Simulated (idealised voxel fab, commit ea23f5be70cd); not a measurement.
process module | voxel ribs on slabs
cross-section cut | 270 nm wide | cells 5 nm
A cross-section is a grid of square cells, given in bands from the top down. A band is one or more rows of cells.
Each band's line starts with the height of the band's top and of its bottom, in nm. Then come its materials from left to right, each with its width in nm. One material with "throughout" fills the band from edge to edge. "air" is empty space.
Height 0 is the level under which the wafer as received is all one material. The lowest band goes on downwards, as in "0 down".
A width such as "30 to 40" changes by the same amount from each row of cells to the next, from the band's top row to its bottom row.
"no change" after a step means that no cell of the cross-section changed.
closed voids: empty space of 8 cells or more with no open way to the top, each as width x height at its distance from the left edge, in nm
after a step's settings: what the simulator itself notes on the step
overlay nm, on a step with a mask: how far to the right of its planned place the mask lay; to the left if negative
plan
1 op RECEIVE | material Si
2 op DIRECTIONAL_DEP | material SiO2 | thk nm 25
3 op DIRECTIONAL_DEP | material polySi | thk nm 15
4 op MASKED_ETCH | tone cover | mask id RIB | width nm 20 | etch materials polySi | depth nm 5 | overlay nm 0
5 op MASKED_ETCH | tone cover | mask id SLAB | width nm 80 | etch materials polySi | depth nm 10 | overlay nm 0
6 op FILL_DEP | material SiO2 | thk nm 15
7 op CMP | height nm 50
8 op DIRECTIONAL_DEP | material TiN | thk nm 10
9 op DIRECTIONAL_DEP | material aC | thk nm 10
10 op PATTERN | tone cover | mask id HEATER | material resist | width nm 30 | thk nm 25 | overlay nm 0
11 op DIRECTIONAL_ETCH | etch materials aC | depth nm 10
12 op STRIP | etch materials resist
13 op DIRECTIONAL_ETCH | etch materials TiN | depth nm 10
14 op STRIP | etch materials aC
15 op CONFORMAL_DEP | material SiN | thk nm 5
as received, after step 1
  0 down: Si throughout
  closed voids: none
a wafer at the end: this start, this plan, one mistake
  65 to 60: air 110 | SiN 50 | air 110
  60 to 55: air 110 | SiN 5 | TiN 40 | SiN 5 | air 110
  55 to 50: SiN 115 | TiN 40 | SiN 115
  50 to 40: SiO2 throughout
  40 to 35: SiO2 125 | polySi 20 | SiO2 125
  35 to 25: SiO2 95 | polySi 80 | SiO2 95
  25 to 0: SiO2 throughout
  0 down: Si throughout
  closed voids: none
what went wrong: step 10 ran as: op PATTERN | tone cover | mask id HEATER | material resist | width nm 40 | thk nm 25 | overlay nm 0
